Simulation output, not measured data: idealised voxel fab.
process module | voxel capacitor over wiring
cross-section cut | 200 nm wide | cells 5 nm
A cross-section is a grid of square cells, given in bands from the top down. A band is one or more rows of cells.
Each band's line starts with the height of the band's top and of its bottom, in nm. Then come its materials from left to right, each with its width in nm. One material with "throughout" fills the band from edge to edge. "air" is empty space.
Height 0 is the level under which the wafer as received is all one material. The lowest band goes on downwards, as in "0 down".
A width such as "30 to 40" changes by the same amount from each row of cells to the next, from the band's top row to its bottom row.
"no change" after a step means that no cell of the cross-section changed.
closed voids: empty space of 8 cells or more with no open way to the top, each as width x height at its distance from the left edge, in nm
after a step's settings: what the simulator itself notes on the step
overlay nm, on a step with a mask: how far to the right of its planned place the mask lay; to the left if negative
plan
1 op RECEIVE | material Si
2 op CONFORMAL_DEP | material SiO2 | thk nm 15
3 op DIRECTIONAL_DEP | material TiN | thk nm 5
4 op DIRECTIONAL_DEP | material Ru | thk nm 15
5 op PATTERN | tone cover | mask id METAL_1 | material resist | width nm 25 | pitch nm 85 | thk nm 15 | overlay nm 0
6 op DIRECTIONAL_ETCH | etch materials Ru | depth nm 15
7 op DIRECTIONAL_ETCH | etch materials TiN | depth nm 5
8 op STRIP | etch materials resist
9 op FILL_DEP | material lowk | thk nm 5
10 op CMP | height nm 35
11 op CONFORMAL_DEP | material SiCN | thk nm 5
12 op DIRECTIONAL_DEP | material SiO2 | thk nm 10
13 op MASKED_ETCH | tone open | mask id PLUG_1 | width nm 15 | etch materials SiO2 | depth nm 10 | overlay nm 0
14 op MASKED_ETCH | tone open | mask id PLUG_1 | width nm 15 | etch materials SiCN | depth nm 5 | overlay nm 0
15 op CONFORMAL_DEP | material TiN | thk nm 5
16 op FILL_DEP | material W | thk nm 5
17 op CMP | height nm 50
18 op DIRECTIONAL_DEP | material TiN | thk nm 10
19 op DIRECTIONAL_DEP | material HfO2 | thk nm 5
20 op DIRECTIONAL_DEP | material TiN | thk nm 5
21 op DIRECTIONAL_DEP | material aC | thk nm 10
22 op PATTERN | tone cover | mask id UPPER_PLATE | material resist | width nm 65 | thk nm 30 | overlay nm 0
23 op DIRECTIONAL_ETCH | etch materials aC | depth nm 10
24 op STRIP | etch materials resist
25 op DIRECTIONAL_ETCH | etch materials TiN | depth nm 5
26 op DIRECTIONAL_ETCH | etch materials HfO2 | depth nm 5
27 op STRIP | etch materials aC
28 op MASKED_ETCH | tone cover | mask id LOWER_PLATE | width nm 75 | etch materials TiN | depth nm 10 | overlay nm 0
29 op FILL_DEP | material SiO2 | thk nm 20
30 op CMP | height nm 85
31 op MASKED_ETCH | tone open | mask id PLUG_2 | width nm 15 | etch materials SiO2 | depth nm 15 | overlay nm 0
32 op CONFORMAL_DEP | material TiN | thk nm 5
33 op FILL_DEP | material Cu | thk nm 5
34 op CMP | height nm 85
35 op CONFORMAL_DEP | material SiN | thk nm 5
as received, after step 1
  0 down: Si throughout
  closed voids: none
first wafer at the end, as planned
  90 to 85: SiN throughout
  85 to 75: SiO2 65 | TiN 5 | Cu 5 | TiN 5 | SiO2 120
  75 to 65: SiO2 65 to 55 | TiN 15 to 65 | SiO2 120 to 80
  65 to 60: SiO2 55 | HfO2 65 | SiO2 80
  60 to 50: SiO2 50 | TiN 75 | SiO2 75
  50 to 40: SiO2 55 | TiN 5 | W 5 | TiN 5 | SiO2 130
  40 to 35: SiCN 55 | TiN 15 | SiCN 130
  35 to 20: lowk 45 | Ru 25 | lowk 60 | Ru 25 | lowk 45
  20 to 15: lowk 45 | TiN 25 | lowk 60 | TiN 25 | lowk 45
  15 to 0: SiO2 throughout
  0 down: Si throughout
  closed voids: none
second wafer at the end: like start, like plan, one mistake
  90 to 85: SiN throughout
  85 to 75: SiO2 65 | TiN 5 | Cu 5 | TiN 5 | SiO2 120
  75 to 65: SiO2 65 to 55 | TiN 15 to 65 | SiO2 120 to 80
  65 to 60: SiO2 55 | HfO2 65 | SiO2 80
  60 to 55: SiO2 50 | TiN 75 | SiO2 75
  55 to 50: TiN throughout
  50 to 40: SiO2 55 | TiN 5 | W 5 | TiN 5 | SiO2 130
  40 to 35: SiCN 55 | TiN 15 | SiCN 130
  35 to 20: lowk 45 | Ru 25 | lowk 60 | Ru 25 | lowk 45
  20 to 15: lowk 45 | TiN 25 | lowk 60 | TiN 25 | lowk 45
  15 to 0: SiO2 throughout
  0 down: Si throughout
  closed voids: none
what went wrong: step 28 ran as: op MASKED_ETCH | tone cover | mask id LOWER_PLATE | width nm 75 | etch materials TiN | depth nm 5 | overlay nm 0
at the end the second wafer has, in cells: 25 fewer of SiO2 | 25 more of TiN
